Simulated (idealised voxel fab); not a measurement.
process module | voxel double patterning
cross-section cut | 280 nm wide | cells 5 nm
A cross-section is a grid of square cells, given in bands from the top down. A band is one or more rows of cells.
Each band's line starts with the height of the band's top and of its bottom, in nm. Then come its materials from left to right, each with its width in nm. One material with "throughout" fills the band from edge to edge. "air" is empty space.
Height 0 is the level under which the wafer as received is all one material. The lowest band goes on downwards, as in "0 down".
A width such as "30 to 40" changes by the same amount from each row of cells to the next, from the band's top row to its bottom row.
"no change" after a step means that no cell of the cross-section changed.
closed voids: empty space of 8 cells or more with no open way to the top, each as width x height at its distance from the left edge, in nm
after a step's settings: what the simulator itself notes on the step
overlay nm, on a step with a mask: how far to the right of its planned place the mask lay; to the left if negative
plan
1 op RECEIVE | material Si
2 op CONFORMAL_DEP | material SiO2 | thk nm 5
3 op DIRECTIONAL_DEP | material W | thk nm 10
4 op DIRECTIONAL_DEP | material SiN | thk nm 10
5 op MASKED_ETCH | tone open | mask id FIRST | width nm 15 | pitch nm 50 | etch materials SiN | depth nm 10 | overlay nm 0
6 op PATTERN | tone open | mask id SECOND | material resist | width nm 15 | pitch nm 50 | thk nm 15 | overlay nm 0
7 op DIRECTIONAL_ETCH | etch materials SiN | depth nm 10
8 op STRIP | etch materials resist
9 op DIRECTIONAL_ETCH | etch materials W | depth nm 10
10 op STRIP | etch materials SiN
first wafer, as planned
as received, after step 1
  0 down: Si throughout
  closed voids: none
after step 2
  5 to 0: SiO2 throughout
  below 0: unchanged
after step 3
  15 to 5: W throughout
  below 5: unchanged
after step 4
  25 to 15: SiN throughout
  below 15: unchanged
after step 5
  25 to 15: SiN 80 | air 15 | SiN 35 | air 15 | SiN 35 | air 15 | SiN 85
  below 15: unchanged
after step 6
  40 to 25: resist 105 | air 15 | resist 35 | air 15 | resist 110
  25 to 15: SiN 80 | resist 15 | SiN 35 | resist 15 | SiN 35 | resist 15 | SiN 85
  below 15: unchanged
after step 7
  40 to 25: resist 105 | air 15 | resist 35 | air 15 | resist 110
  25 to 15: SiN 80 | resist 15 | SiN 10 | air 15 | SiN 10 | resist 15 | SiN 10 | air 15 | SiN 10 | resist 15 | SiN 85
  below 15: unchanged
after step 8
  25 to 15: SiN 80 | air 15 | SiN 10 | air 15 | SiN 10 | air 15 | SiN 10 | air 15 | SiN 10 | air 15 | SiN 85
  below 15: unchanged
after step 9
  25 to 15: SiN 80 | air 15 | SiN 10 | air 15 | SiN 10 | air 15 | SiN 10 | air 15 | SiN 10 | air 15 | SiN 85
  15 to 5: W 80 | air 15 | W 10 | air 15 | W 10 | air 15 | W 10 | air 15 | W 10 | air 15 | W 85
  below 5: unchanged
after step 10
  15 to 5: W 80 | air 15 | W 10 | air 15 | W 10 | air 15 | W 10 | air 15 | W 10 | air 15 | W 85
  below 5: unchanged
second wafer: like start, like plan, one mistake. Through step 6 it matches the first wafer
when step 7 should have ended
  40 to 25: resist 105 | air 15 | resist 35 | air 15 | resist 110
  25 to 15: SiN 80 | resist 15 | SiN 10 | air 15 | SiN 10 | resist 15 | SiN 10 | air 15 | SiN 10 | resist 15 | SiN 85
  below 15: unchanged
when step 8 should have ended
  25 to 15: SiN 80 | air 15 | SiN 10 | air 15 | SiN 10 | air 15 | SiN 10 | air 15 | SiN 10 | air 15 | SiN 85
  below 15: unchanged
when step 9 should have ended
  25 to 15: SiN 80 | air 15 | SiN 10 | air 15 | SiN 10 | air 15 | SiN 10 | air 15 | SiN 10 | air 15 | SiN 85
  15 to 5: W 80 | air 15 | W 10 | air 15 | W 10 | air 15 | W 10 | air 15 | W 10 | air 15 | W 85
  below 5: unchanged
when step 10 should have ended
  15 to 5: W 80 | air 15 | W 10 | air 15 | W 10 | air 15 | W 10 | air 15 | W 10 | air 15 | W 85
  below 5: unchanged
what went wrong: step 7 was run twice
at the end the two cross-sections are the same: no effect in what this model computes
